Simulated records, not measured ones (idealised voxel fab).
This section sets out a process module, namely voxel capacitor over wiring.
Cross-section cut spans 300 nm and uses square cells 5 nm in size.
A cross-section is a grid of square cells, given in bands from the top down. A band is one or more rows of cells.
Read a band's entry like this: the first values are the height of its top and the height of its bottom in nm, and what follows is the sequence of materials from left to right, each with its width in nm. Note that "air" is empty space, and that a single material marked "throughout" reaches across the band from edge to edge.
Convention: height 0 is the level below which the wafer, as received, is all one material. The lowest band does not terminate at the bottom but continues downward, represented as "0..down".
The width entry "30..40" should be interpreted row by row: the top row of cells in the band takes the first number, the bottom row takes the second number, and the change between adjacent rows is uniform throughout.
Step marked "everything unchanged"? Then no cell in the cross-section changed in it.
This entry, "Encapsulated voids", enumerates those empty regions of no fewer than 8 cells that possess no open connection to the top. Each region is reported in the form width x height at distance, the distance being taken from the left edge, with all three quantities expressed in nm.
Whatever follows a step's settings on its line is a remark the simulator itself makes about that step.
"overlay nm" on a masked step: distance the mask lay right of its planned place, negative for left.

-- These are the steps we planned for the process
- 1: RECEIVE | material Si
- 2: CONFORMAL_DEP | material SiO2 | thk nm 15
- 3: CONFORMAL_DEP | material SiCN | thk nm 5
- 4: DIRECTIONAL_DEP | material SiO2 | thk nm 20
- 5: DIRECTIONAL_DEP | material aC | thk nm 15
- 6: PATTERN | tone open | mask id METAL_1 | material resist | width nm 25 | pitch nm 80 | thk nm 30 | overlay nm 0
- 7: DIRECTIONAL_ETCH | etch materials aC | depth nm 15
- 8: STRIP | etch materials resist
- 9: DIRECTIONAL_ETCH | etch materials SiO2 | depth nm 20
- 10: DIRECTIONAL_ETCH | etch materials SiCN | depth nm 5
- 11: STRIP | etch materials aC
- 12: CONFORMAL_DEP | material TiN | thk nm 5
- 13: FILL_DEP | material W | thk nm 5
- 14: CMP | height nm 40
- 15: CONFORMAL_DEP | material SiCN | thk nm 5
- 16: DIRECTIONAL_DEP | material SiO2 | thk nm 10
- 17: PATTERN | tone open | mask id PLUG_1 | material resist | width nm 15 | thk nm 20 | overlay nm 0
- 18: DIRECTIONAL_ETCH | etch materials SiO2 | depth nm 10
- 19: DIRECTIONAL_ETCH | etch materials SiCN | depth nm 5
- 20: STRIP | etch materials resist
- 21: CONFORMAL_DEP | material TiN | thk nm 5
- 22: FILL_DEP | material Ru | thk nm 10
- 23: CMP | height nm 55
- 24: DIRECTIONAL_DEP | material TiN | thk nm 5
- 25: DIRECTIONAL_DEP | material HfO2 | thk nm 5
- 26: DIRECTIONAL_DEP | material TiN | thk nm 5
- 27: MASKED_ETCH | tone cover | mask id UPPER_PLATE | width nm 60 | etch materials TiN | depth nm 5 | overlay nm 0
- 28: MASKED_ETCH | tone cover | mask id UPPER_PLATE | width nm 60 | etch materials HfO2 | depth nm 5 | overlay nm 0
- 29: MASKED_ETCH | tone cover | mask id LOWER_PLATE | width nm 70 | etch materials TiN | depth nm 5 | overlay nm 0
- 30: FILL_DEP | material SiO2 | thk nm 20
- 31: CMP | height nm 85
- 32: MASKED_ETCH | tone open | mask id PLUG_2 | width nm 15 | etch materials SiO2 | depth nm 15 | overlay nm 0
- 33: CONFORMAL_DEP | material TiN | thk nm 5
- 34: FILL_DEP | material Ru | thk nm 5
- 35: CMP | height nm 85
- 36: CONFORMAL_DEP | material SiCN | thk nm 5

-- First out of two wafers; run went to plan

-- This is the cross-section of the wafer as we received it, i.e. after step 1
- 0..down  Si throughout
- Encapsulated voids: none

-- Step 2 done - wafer cross-section
- 15..0  SiO2 throughout
- Whatever lies below 0 is exactly as it was before.

-- Step 3 done - wafer cross-section
- 20..15  SiCN throughout
- Whatever lies below 15 is exactly as it was before.

-- Step 4 done - wafer cross-section
- 40..20  SiO2 throughout
- Whatever lies below 20 is exactly as it was before.

-- Step 5 done - wafer cross-section
- 55..40  aC throughout
- Whatever lies below 40 is exactly as it was before.

-- Step 6 done - wafer cross-section
- 85..55  resist 95, air 25, resist 55, air 25, resist 100
- Whatever lies below 55 is exactly as it was before.

-- Step 7 done - wafer cross-section
- 70..55  resist 95, air 25, resist 55, air 25, resist 100
- 55..40  aC 95, air 25, aC 55, air 25, aC 100
- Whatever lies below 40 is exactly as it was before.

-- Step 8 done - wafer cross-section
- 55..40  aC 95, air 25, aC 55, air 25, aC 100
- Whatever lies below 40 is exactly as it was before.

-- Step 9 done - wafer cross-section
- 55..40  aC 95, air 25, aC 55, air 25, aC 100
- 40..20  SiO2 95, air 25, SiO2 55, air 25, SiO2 100
- Whatever lies below 20 is exactly as it was before.

-- Step 10 done - wafer cross-section
- 55..40  aC 95, air 25, aC 55, air 25, aC 100
- 40..20  SiO2 95, air 25, SiO2 55, air 25, SiO2 100
- 20..15  SiCN 95, air 25, SiCN 55, air 25, SiCN 100
- Whatever lies below 15 is exactly as it was before.

-- Step 11 done - wafer cross-section
- 40..20  SiO2 95, air 25, SiO2 55, air 25, SiO2 100
- Whatever lies below 20 is exactly as it was before.

-- Step 12 done - wafer cross-section
- 45..40  TiN 100, air 15, TiN 65, air 15, TiN 105
- 40..20  SiO2 95, TiN 5, air 15, TiN 5, SiO2 55, TiN 5, air 15, TiN 5, SiO2 100
- 20..15  SiCN 95, TiN 25, SiCN 55, TiN 25, SiCN 100
- Whatever lies below 15 is exactly as it was before.

-- Step 13 done - wafer cross-section
- 50..45  W throughout
- 45..40  TiN 100, W 15, TiN 65, W 15, TiN 105
- 40..20  SiO2 95, TiN 5, W 15, TiN 5, SiO2 55, TiN 5, W 15, TiN 5, SiO2 100
- Whatever lies below 20 is exactly as it was before.

-- Step 14 done - wafer cross-section
- 40..20  SiO2 95, TiN 5, W 15, TiN 5, SiO2 55, TiN 5, W 15, TiN 5, SiO2 100
- Whatever lies below 20 is exactly as it was before.

-- Step 15 done - wafer cross-section
- 45..40  SiCN throughout
- Whatever lies below 40 is exactly as it was before.

-- Step 16 done - wafer cross-section
- 55..45  SiO2 throughout
- Whatever lies below 45 is exactly as it was before.

-- Step 17 done - wafer cross-section
- 75..55  resist 105, air 15, resist 180
- Whatever lies below 55 is exactly as it was before.

-- Step 18 done - wafer cross-section
- 75..55  resist 105, air 15, resist 180
- 55..45  SiO2 105, air 15, SiO2 180
- Whatever lies below 45 is exactly as it was before.

-- Step 19 done - wafer cross-section
- 75..55  resist 105, air 15, resist 180
- 55..45  SiO2 105, air 15, SiO2 180
- 45..40  SiCN 105, air 15, SiCN 180
- Whatever lies below 40 is exactly as it was before.

-- Step 20 done - wafer cross-section
- 55..45  SiO2 105, air 15, SiO2 180
- Whatever lies below 45 is exactly as it was before.

-- Step 21 done - wafer cross-section
- 60..55  TiN 110, air 5, TiN 185
- 55..45  SiO2 105, TiN 5, air 5, TiN 5, SiO2 180
- 45..40  SiCN 105, TiN 15, SiCN 180
- Whatever lies below 40 is exactly as it was before.

-- Step 22 done - wafer cross-section
- 70..60  Ru throughout
- 60..55  TiN 110, Ru 5, TiN 185
- 55..45  SiO2 105, TiN 5, Ru 5, TiN 5, SiO2 180
- Whatever lies below 45 is exactly as it was before.

-- Step 23 done - wafer cross-section
- 55..45  SiO2 105, TiN 5, Ru 5, TiN 5, SiO2 180
- Whatever lies below 45 is exactly as it was before.

-- Step 24 done - wafer cross-section
- 60..55  TiN throughout
- Whatever lies below 55 is exactly as it was before.

-- Step 25 done - wafer cross-section
- 65..60  HfO2 throughout
- Whatever lies below 60 is exactly as it was before.

-- Step 26 done - wafer cross-section
- 70..65  TiN throughout
- Whatever lies below 65 is exactly as it was before.

-- Step 27 done - wafer cross-section
- 70..65  air 105, TiN 60, air 135
- Whatever lies below 65 is exactly as it was before.

-- Step 28 done - wafer cross-section
- 70..65  air 105, TiN 60, air 135
- 65..60  air 105, HfO2 60, air 135
- Whatever lies below 60 is exactly as it was before.

-- Step 29 done - wafer cross-section
- 70..65  air 105, TiN 60, air 135
- 65..60  air 105, HfO2 60, air 135
- 60..55  air 100, TiN 70, air 130
- Whatever lies below 55 is exactly as it was before.

-- Step 30 done - wafer cross-section
- 90..70  SiO2 throughout
- 70..65  SiO2 105, TiN 60, SiO2 135
- 65..60  SiO2 105, HfO2 60, SiO2 135
- 60..55  SiO2 100, TiN 70, SiO2 130
- Whatever lies below 55 is exactly as it was before.

-- Step 31 done - wafer cross-section
- 85..70  SiO2 throughout
- Whatever lies below 70 is exactly as it was before.

-- Step 32 done - wafer cross-section
- 85..70  SiO2 115, air 15, SiO2 170
- Whatever lies below 70 is exactly as it was before.

-- Step 33 done - wafer cross-section
- 90..85  TiN 120, air 5, TiN 175
- 85..75  SiO2 115, TiN 5, air 5, TiN 5, SiO2 170
- 75..65  SiO2 115..105, TiN 15..60, SiO2 170..135
- Whatever lies below 65 is exactly as it was before.

-- Step 34 done - wafer cross-section
- 95..90  Ru throughout
- 90..85  TiN 120, Ru 5, TiN 175
- 85..75  SiO2 115, TiN 5, Ru 5, TiN 5, SiO2 170
- Whatever lies below 75 is exactly as it was before.

-- Step 35 done - wafer cross-section
- 85..75  SiO2 115, TiN 5, Ru 5, TiN 5, SiO2 170
- Whatever lies below 75 is exactly as it was before.

-- Step 36 done - wafer cross-section
- 90..85  SiCN throughout
- Whatever lies below 85 is exactly as it was before.

-- The second wafer was prepared from the same starting point and under the same plan as the first; its processing contained one mistake, and it remains indistinguishable from the first wafer up to and including step 26

-- when step 27 should have ended
- 70..65  air 110, TiN 60, air 130
- Whatever lies below 65 is exactly as it was before.

-- when step 28 should have ended
- 70..65  air 110, TiN 60, air 130
- 65..60  air 105, HfO2 65, air 130
- Whatever lies below 60 is exactly as it was before.

-- when step 29 should have ended
- 70..65  air 110, TiN 60, air 130
- 65..60  air 105, HfO2 65, air 130
- 60..55  air 100, TiN 70, air 130
- Whatever lies below 55 is exactly as it was before.

-- when step 30 should have ended
- 90..70  SiO2 throughout
- 70..65  SiO2 110, TiN 60, SiO2 130
- 65..60  SiO2 105, HfO2 65, SiO2 130
- 60..55  SiO2 100, TiN 70, SiO2 130
- Whatever lies below 55 is exactly as it was before.

-- when step 31 should have ended
- 85..70  SiO2 throughout
- Whatever lies below 70 is exactly as it was before.

-- when step 32 should have ended
- 85..70  SiO2 115, air 15, SiO2 170
- Whatever lies below 70 is exactly as it was before.

-- when step 33 should have ended
- 90..85  TiN 120, air 5, TiN 175
- 85..75  SiO2 115, TiN 5, air 5, TiN 5, SiO2 170
- 75..65  SiO2 115..110, TiN 15..60, SiO2 170..130
- Whatever lies below 65 is exactly as it was before.

-- when step 34 should have ended
- 95..90  Ru throughout
- 90..85  TiN 120, Ru 5, TiN 175
- 85..75  SiO2 115, TiN 5, Ru 5, TiN 5, SiO2 170
- Whatever lies below 75 is exactly as it was before.

-- when step 35 should have ended
- 85..75  SiO2 115, TiN 5, Ru 5, TiN 5, SiO2 170
- Whatever lies below 75 is exactly as it was before.

-- when step 36 should have ended
- 90..85  SiCN throughout
- Whatever lies below 85 is exactly as it was before.
Processing error: for step 27, the planned setting was not used; the step was instead run as MASKED_ETCH | tone cover | mask id UPPER_PLATE | width nm 60 | etch materials TiN | depth nm 5 | overlay nm 5
Final cells, second wafer relative to first, materials higher or lower: 1 more of HfO2; 1 fewer of SiO2
